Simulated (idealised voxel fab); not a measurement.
process module | voxel wiring stack
cross-section cut | 145 nm wide | cells 5 nm
A cross-section is a grid of square cells, given in bands from the top down. A band is one or more rows of cells.
Each band's line starts with the height of the band's top and of its bottom, in nm. Then come its materials from left to right, each with its width in nm. One material with "throughout" fills the band from edge to edge. "air" is empty space.
Height 0 is the level under which the wafer as received is all one material. The lowest band goes on downwards, as in "0 down".
A width such as "30 to 40" changes by the same amount from each row of cells to the next, from the band's top row to its bottom row.
"no change" after a step means that no cell of the cross-section changed.
closed voids: empty space of 8 cells or more with no open way to the top, each as width x height at its distance from the left edge, in nm
after a step's settings: what the simulator itself notes on the step
overlay nm, on a step with a mask: how far to the right of its planned place the mask lay; to the left if negative
plan
1 op RECEIVE | material Si
2 op CONFORMAL_DEP | material SiO2 | thk nm 10
3 op DIRECTIONAL_DEP | material TiN | thk nm 5
4 op DIRECTIONAL_DEP | material W | thk nm 15
5 op DIRECTIONAL_DEP | material aC | thk nm 15
6 op PATTERN | tone cover | mask id METAL_1 | material resist | width nm 25 | pitch nm 55 | thk nm 30 | overlay nm 0
7 op DIRECTIONAL_ETCH | etch materials aC | depth nm 15
8 op STRIP | etch materials resist
9 op DIRECTIONAL_ETCH | etch materials W | depth nm 15
10 op DIRECTIONAL_ETCH | etch materials TiN | depth nm 5
11 op STRIP | etch materials aC
12 op CONFORMAL_DEP | material SiCN | thk nm 5
13 op FILL_DEP | material SiO2 | thk nm 5
14 op CMP | height nm 30
15 op CONFORMAL_DEP | material SiCN | thk nm 5
16 op DIRECTIONAL_DEP | material SiO2 | thk nm 35
17 op MASKED_ETCH | tone open | mask id METAL_2_HOLES | width nm 15 | etch materials SiO2 | depth nm 35 | overlay nm 0
18 op PATTERN | tone open | mask id METAL_2 | material resist | width nm 15 | pitch nm 55 | thk nm 20 | overlay nm 0
19 op DIRECTIONAL_ETCH | etch materials SiO2 | depth nm 20
20 op DIRECTIONAL_ETCH | etch materials SiCN | depth nm 5
21 op STRIP | etch materials resist
22 op CONFORMAL_DEP | material TiN | thk nm 5
23 op FILL_DEP | material Ru | thk nm 10
24 op CMP | height nm 70
25 op CONFORMAL_DEP | material SiCN | thk nm 5
26 op DIRECTIONAL_DEP | material SiO2 | thk nm 20
27 op DIRECTIONAL_DEP | material aC | thk nm 10
28 op PATTERN | tone open | mask id PLUG_2 | material resist | width nm 15 | thk nm 25 | overlay nm 0
29 op DIRECTIONAL_ETCH | etch materials aC | depth nm 10
30 op STRIP | etch materials resist
31 op DIRECTIONAL_ETCH | etch materials SiO2 | depth nm 20
32 op DIRECTIONAL_ETCH | etch materials SiCN | depth nm 5
33 op STRIP | etch materials aC
34 op EPI | material Ru | thk nm 10
35 op EPI | material Ru | thk nm 10
36 op EPI | material Ru | thk nm 5
37 op DIRECTIONAL_DEP | material TiN | thk nm 5
38 op DIRECTIONAL_DEP | material Ru | thk nm 15
39 op PATTERN | tone cover | mask id METAL_3 | material resist | width nm 25 | pitch nm 55 | thk nm 15 | overlay nm 0
40 op DIRECTIONAL_ETCH | etch materials Ru | depth nm 15
41 op DIRECTIONAL_ETCH | etch materials TiN | depth nm 5
42 op STRIP | etch materials resist
43 op FILL_DEP | material SiO2 | thk nm 10
44 op CMP | height nm 115
45 op CONFORMAL_DEP | material SiN | thk nm 5
varied across the wafers: width nm of step 18. The plan shows the first wafer's value. All wafers start alike
first wafer as received, after step 1
  0 down: Si throughout
  closed voids: none
first wafer at the end, after step 45
  120 to 115: SiN throughout
  115 to 100: SiO2 30 | Ru 25 | SiO2 30 | Ru 25 | SiO2 35
  100 to 95: SiO2 30 | TiN 25 | SiO2 30 | TiN 25 | SiO2 35
  95 to 75: SiO2 30 | Ru 15 | SiO2 100
  75 to 70: SiCN 30 | Ru 15 | SiCN 100
  70 to 55: SiO2 30 | TiN 5 | Ru 10 | TiN 5 | SiO2 40 | TiN 5 | Ru 5 | TiN 5 | SiO2 40
  55 to 50: SiO2 30 | TiN 5 | Ru 5 | TiN 10 | SiO2 40 | TiN 15 | SiO2 40
  50 to 40: SiO2 30 | TiN 5 | Ru 5 | TiN 5 | SiO2 100
  40 to 35: SiO2 30 | TiN 15 | SiO2 100
  35 to 30: SiCN 35 | TiN 10 | SiCN 100
  30 to 15: SiO2 25 | SiCN 5 | W 25 | SiCN 5 | SiO2 20 | SiCN 5 | W 25 | SiCN 5 | SiO2 30
  15 to 10: SiCN 30 | TiN 25 | SiCN 30 | TiN 25 | SiCN 35
  10 to 0: SiO2 throughout
  0 down: Si throughout
  closed voids: none
last wafer at the end
  120 to 115: SiN throughout
  115 to 100: SiO2 30 | Ru 25 | SiO2 30 | Ru 25 | SiO2 35
  100 to 95: SiO2 30 | TiN 25 | SiO2 30 | TiN 25 | SiO2 35
  95 to 75: SiO2 30 | Ru 15 | SiO2 100
  75 to 70: SiCN 30 | Ru 15 | SiCN 100
  70 to 55: SiO2 25 | TiN 5 | Ru 30 | TiN 5 | SiO2 15 | TiN 5 | Ru 30 | TiN 5 | SiO2 25
  55 to 50: SiO2 25 | TiN 10 | Ru 5 | TiN 25 | SiO2 15 | TiN 40 | SiO2 25
  50 to 35: SiO2 30 | TiN 5 | Ru 5 | TiN 5 | SiO2 100
  35 to 30: SiCN 30 | TiN 15 | SiCN 100
  30 to 15: SiO2 25 | SiCN 5 | W 25 | SiCN 5 | SiO2 20 | SiCN 5 | W 25 | SiCN 5 | SiO2 30
  15 to 10: SiCN 30 | TiN 25 | SiCN 30 | TiN 25 | SiCN 35
  10 to 0: SiO2 throughout
  0 down: Si throughout
  closed voids: none
each wafer at the end: cells of each material gained (+) or lost (-) since it was received, then its closed voids
width nm 15 | +57 Ru | +84 SiCN | +29 SiN | +449 SiO2 | +47 TiN | +30 W | closed voids: none
width nm 20 | +63 Ru | +84 SiCN | +29 SiN | +441 SiO2 | +49 TiN | +30 W | closed voids: none
width nm 25 | +67 Ru | +83 SiCN | +29 SiN | +437 SiO2 | +50 TiN | +30 W | closed voids: none
width nm 30 | +73 Ru | +83 SiCN | +29 SiN | +429 SiO2 | +52 TiN | +30 W | closed voids: none
width nm 35 | +79 Ru | +83 SiCN | +29 SiN | +421 SiO2 | +54 TiN | +30 W | closed voids: none
width nm 40 | +85 Ru | +83 SiCN | +29 SiN | +413 SiO2 | +56 TiN | +30 W | closed voids: none
